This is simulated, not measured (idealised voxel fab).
The name of this process module is voxel local oxidation.
Square cells of 5 nm make up the cross-section cut, whose width is 250 nm.
Just so we're on the same page, the cross-sections are grids of square cells, and they're listed out in bands top to bottom, each band one or more rows deep.
Band: top and bottom heights (nm) first, top before bottom; then materials from left to right, widths in nm. "full width" marks a sole material filling the band edge to edge. "air" denotes empty space.
The level at which height equals 0 is the one under which the wafer, as it arrives, is entirely one material. No lower edge exists for the bottom band, which continues downward and is notated as in "from 0 down".
Quick explanation for "30->40": the width changes in equal steps down the rows of cells, from the first number in the band's top row to the second number in its bottom row.
Reading "left unchanged" for a step: not a cell of the cross-section changed in it.
Heads up: "Catalogued sealed voids" only lists the empty pockets with no open path to the top that are 8 cells or more, and it writes them as width x height at distance, distance from the left edge, in nm.
Whatever follows a step's settings on its line is a remark the simulator itself makes about that step.
Each step line may optionally specify "overlay nm", which for a step with a mask gives the rightward distance between the mask's planned place and where it lay, a negative value indicating the leftward direction.
THE PROCESS STEPS THAT WERE PLANNED ARE LISTED BELOW
| 1 | RECEIVE: material Si |
| 2 | OXIDIZE: depth nm 5 |
| 3 | CONFORMAL_DEP: material SiN, thk nm 10 |
| 4 | PATTERN: tone cover, mask id ACTIVE, material resist, width nm 120, thk nm 15, overlay nm 0 |
| 5 | DIRECTIONAL_ETCH: etch materials SiN, depth nm 10 |
| 6 | STRIP: etch materials resist |
| 7 | SELECTIVE_ETCH: etch materials SiO2, depth nm 5 |
| 8 | OXIDIZE: depth nm 15 |
| 9 | STRIP: etch materials SiN |
WAFER, FIRST OF TWO, RUN AS PLANNED
CROSS-SECTION: WAFER ON ARRIVAL = AFTER STEP 1
    from 0 down  Si full width
    Catalogued sealed voids: none
CROSS-SECTION OF THE WAFER AFTER STEP 2
    from 0 to -5  SiO2 full width
    Nothing below the height -5 has changed.
CROSS-SECTION OF THE WAFER AFTER STEP 3
    from 10 to 0  SiN full width
    Nothing below the height 0 has changed.
CROSS-SECTION OF THE WAFER AFTER STEP 4
    from 25 to 10  65 of air | 120 of resist | 65 of air
    Nothing below the height 10 has changed.
CROSS-SECTION OF THE WAFER AFTER STEP 5
    from 25 to 10  65 of air | 120 of resist | 65 of air
    from 10 to 0  65 of air | 120 of SiN | 65 of air
    Nothing below the height 0 has changed.
CROSS-SECTION OF THE WAFER AFTER STEP 6
    from 10 to 0  65 of air | 120 of SiN | 65 of air
    Nothing below the height 0 has changed.
CROSS-SECTION OF THE WAFER AFTER STEP 7
    from 10 to 0  65 of air | 120 of SiN | 65 of air
    from 0 to -5  70 of air | 110 of SiO2 | 70 of air
    Nothing below the height -5 has changed.
CROSS-SECTION OF THE WAFER AFTER STEP 8
    from 10 to 0  65 of air | 120 of SiN | 65 of air
    from 0 to -5  70 of air | 110 of SiO2 | 70 of air
    from -5 to -20  85 of SiO2 | 80 of Si | 85 of SiO2
    Nothing below the height -20 has changed.
CROSS-SECTION OF THE WAFER AFTER STEP 9
    from 0 to -5  70 of air | 110 of SiO2 | 70 of air
    Nothing below the height -5 has changed.
NOW THE OTHER WAFER: SAME START, SAME RECIPE, BUT WE MESSED UP ONE THING WHEN RUNNING IT. UP TO AND INCLUDING STEP 8 IT'S THE SAME AS THE FIRST ONE
THE SECOND WAFER IN CROSS-SECTION, AT THE PLANNED CLOSE OF STEP 9
    from -5 to -20  85 of air | 80 of Si | 85 of air
    Nothing below the height -20 has changed.
Error vs. plan: step 9 changed vs plan, executed as STRIP: etch materials SiO2
FYI, end of process, the second wafer has more or fewer cells of some materials than the first: 124 fewer of SiO2
